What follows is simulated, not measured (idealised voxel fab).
Proc. module: voxel released beams
For reference, the cross-section in this document is cut, with width 145 nm and square cells of 5 nm.
Cross-section spec: square-cell grid; bands listed top down; each band is one or more rows. Top, bottom (nm), then materials left to right with widths (nm); lone material tagged "throughout" fills the whole band edge to edge; "air" = empty space. Convention: height 0 is the level below which the wafer, as received, is all one material. The lowest band does not terminate at the bottom but continues downward, represented as "0 -> down". Width: "30..40" (first number = top row, second number = bottom row, same change from row to row of cells). The cross-section has no changed cell in any step marked "remained the same". "Closed voids list": sealed empty spaces, 8 cells or more, no open way to top, listed width x height at distance, with distance from the left edge and width, height and distance in nm. Past the settings on a step's line: simulator remark, on that step. overlay nm: for a step with a mask, the amount by which the mask lay right of where it was planned; a negative amount means left of it.

**Steps in the process plan**
1: RECEIVE | material Si
2: CONFORMAL_DEP | material Al2O3 | thk nm 10
3: DIRECTIONAL_DEP | material SiO2 | thk nm 20
4: DIRECTIONAL_DEP | material aC | thk nm 15
5: PATTERN | tone open | mask id ANCHOR | material resist | width nm 25 | thk nm 30 | overlay nm 0
6: DIRECTIONAL_ETCH | etch materials aC | depth nm 15
7: STRIP | etch materials resist
8: DIRECTIONAL_ETCH | etch materials SiO2 | depth nm 20
9: STRIP | etch materials aC
10: CONFORMAL_DEP | material SiN | thk nm 10
11: PATTERN | tone cover | mask id BEAM | material resist | width nm 80 | thk nm 15 | overlay nm 0
12: DIRECTIONAL_ETCH | etch materials SiN | depth nm 10
13: STRIP | etch materials resist
14: STRIP | etch materials SiO2

**Cross-section of the wafer as it came to us, i.e., already through step 1**
0 -> down | Si throughout
Closed voids list: none

**Cross-section, first of two wafers, end of module, run as planned**
40 -> 30 | air 30 nm | SiN 15 nm | air 5 nm | SiN 60 nm | air 35 nm
30 -> 20 | air 35 nm | SiN 10 nm | air 5 nm | SiN 10 nm | air 85 nm
20 -> 10 | air 35 nm | SiN 25 nm | air 85 nm
10 -> 0 | Al2O3 throughout
0 -> down | Si throughout
Closed voids list: none

**Cross-section, wafer two of two, end of module: same start and plan as wafer one, one error in execution**
35 -> 30 | air 30 nm | SiN 10 nm | air 15 nm | SiN 55 nm | air 35 nm
30 -> 15 | air 35 nm | SiN 5 nm | air 15 nm | SiN 5 nm | air 85 nm
15 -> 10 | air 35 nm | SiN 25 nm | air 85 nm
10 -> 0 | Al2O3 throughout
0 -> down | Si throughout
Closed voids list: none
Want to know what went wrong? the process deviated at step 10: the operation and settings actually run there were CONFORMAL_DEP | material SiN | thk nm 5
Heads up, by the end the second wafer has more or fewer cells of some materials compared to the first: SiN -24
